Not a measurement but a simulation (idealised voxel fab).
The process module presented herein is designated voxel wiring stack.
Pictured: cross-section cut, 150 nm wide, on a grid of 5 nm square cells.
Just so we're on the same page, the cross-sections are grids of square cells, and they're listed out in bands top to bottom, each band one or more rows deep.
The entry gives the band's vertical extent as a top height and a bottom height in nm, then its horizontal make-up as materials from left to right, each with a width in nm. "blank" stands for empty space; a single material marked "throughout" fills the band edge to edge.
It should be noted that heights are counted from 0, beneath which the wafer as supplied is of one material throughout, and that the lowest band possesses no lower boundary but continues downward, as written in "0 down".
The two numbers in a width such as "30..40" mark its ends across the band: the first belongs to the top row of cells, the second to the bottom row, and from each row to the next the width moves by the same amount.
Basically "left unchanged" means that step didn't change any cell in the cross-section.
What "Enclosed void listing" gives you is every empty space of 8 cells or more that is cut off from the top. Each appears as width x height at distance, with the distance taken from the left edge and width, height and distance all in nm.
Formally, on a step line, whatever follows the settings is a remark that the simulator itself makes on the step.
What "overlay nm" on a step's line means: if the step has a mask, that mask lay this far to the right of its planned place, or, when the value is negative, to the left.
[Planned process steps]
1,RECEIVE, material Si
2,CONFORMAL_DEP, material SiO2, thk nm 10
3,DIRECTIONAL_DEP, material TiN, thk nm 5
4,DIRECTIONAL_DEP, material W, thk nm 20
5,MASKED_ETCH, tone cover, mask id METAL_1, width nm 20, pitch nm 35, etch materials W, depth nm 20, overlay nm 0
6,MASKED_ETCH, tone cover, mask id METAL_1, width nm 20, pitch nm 35, etch materials TiN, depth nm 5, overlay nm 0
7,FILL_DEP, material lowk, thk nm 10
8,CMP, height nm 35
9,CONFORMAL_DEP, material SiCN, thk nm 5
10,DIRECTIONAL_DEP, material SiO2, thk nm 20
11,MASKED_ETCH, tone open, mask id PLUG_1, width nm 15, etch materials SiO2, depth nm 20, overlay nm 0
12,MASKED_ETCH, tone open, mask id PLUG_1, width nm 15, etch materials SiCN, depth nm 5, overlay nm 0
13,CONFORMAL_DEP, material TiN, thk nm 5
14,FILL_DEP, material Ru, thk nm 5
15,CMP, height nm 60
16,CONFORMAL_DEP, material SiCN, thk nm 5
17,DIRECTIONAL_DEP, material lowk, thk nm 25
18,DIRECTIONAL_DEP, material aC, thk nm 10
19,PATTERN, tone open, mask id METAL_2, material resist, width nm 20, pitch nm 35, thk nm 25, overlay nm 0
20,DIRECTIONAL_ETCH, etch materials aC, depth nm 10
21,STRIP, etch materials resist
22,DIRECTIONAL_ETCH, etch materials lowk, depth nm 25
23,DIRECTIONAL_ETCH, etch materials SiCN, depth nm 5
24,STRIP, etch materials aC
25,CONFORMAL_DEP, material TiN, thk nm 5
26,FILL_DEP, material Ru, thk nm 5
27,CMP, height nm 90
28,EPI, material Ru, thk nm 5
29,FILL_DEP, material SiCN, thk nm 5
[Cross-sectional view of the wafer in its as-received condition, corresponding to the state after step 1]
  0 down: Si throughout
  Enclosed void listing: none
[Module complete - cross-section of the first of two wafers, run according to plan]
  100 to 95: SiCN throughout
  95 to 90: SiCN: 40  Ru: 30  SiCN: 5  Ru: 30  SiCN: 45
  90 to 65: lowk: 45  TiN: 5  Ru: 10  TiN: 5  lowk: 15  TiN: 5  Ru: 10  TiN: 5  lowk: 50
  65 to 60: SiCN: 45  TiN: 20  SiCN: 15  TiN: 20  SiCN: 50
  60 to 40: SiO2: 45  TiN: 5  Ru: 5  TiN: 5  SiO2: 90
  40 to 35: SiCN: 45  TiN: 15  SiCN: 90
  35 to 15: lowk: 45  W: 20  lowk: 15  W: 20  lowk: 50
  15 to 10: lowk: 45  TiN: 20  lowk: 15  TiN: 20  lowk: 50
  10 to 0: SiO2 throughout
  0 down: Si throughout
  Enclosed void listing: none
[Cross-section of the latter of the two wafers at module completion. It had an identical start and an identical plan to the former; in running it, one mistake was made]
  100 to 95: SiCN throughout
  95 to 90: SiCN: 50  Ru: 30  SiCN: 5  Ru: 30  SiCN: 35
  90 to 65: lowk: 55  TiN: 5  Ru: 10  TiN: 5  lowk: 15  TiN: 5  Ru: 10  TiN: 5  lowk: 40
  65 to 60: SiCN: 55  TiN: 20  SiCN: 15  TiN: 20  SiCN: 40
  60 to 40: SiO2: 45  TiN: 5  Ru: 5  TiN: 5  SiO2: 90
  40 to 35: SiCN: 45  TiN: 15  SiCN: 90
  35 to 15: lowk: 45  W: 20  lowk: 15  W: 20  lowk: 50
  15 to 10: lowk: 45  TiN: 20  lowk: 15  TiN: 20  lowk: 50
  10 to 0: SiO2 throughout
  0 down: Si throughout
  Enclosed void listing: none
Where did the run depart from the plan? planned and actual differ for step 19; actual: PATTERN, tone open, mask id METAL_2, material resist, width nm 20, pitch nm 35, thk nm 25, overlay nm 10
The concluding comparison shows that, measured in cells, each material is equally abundant on both wafers, albeit at different positions.
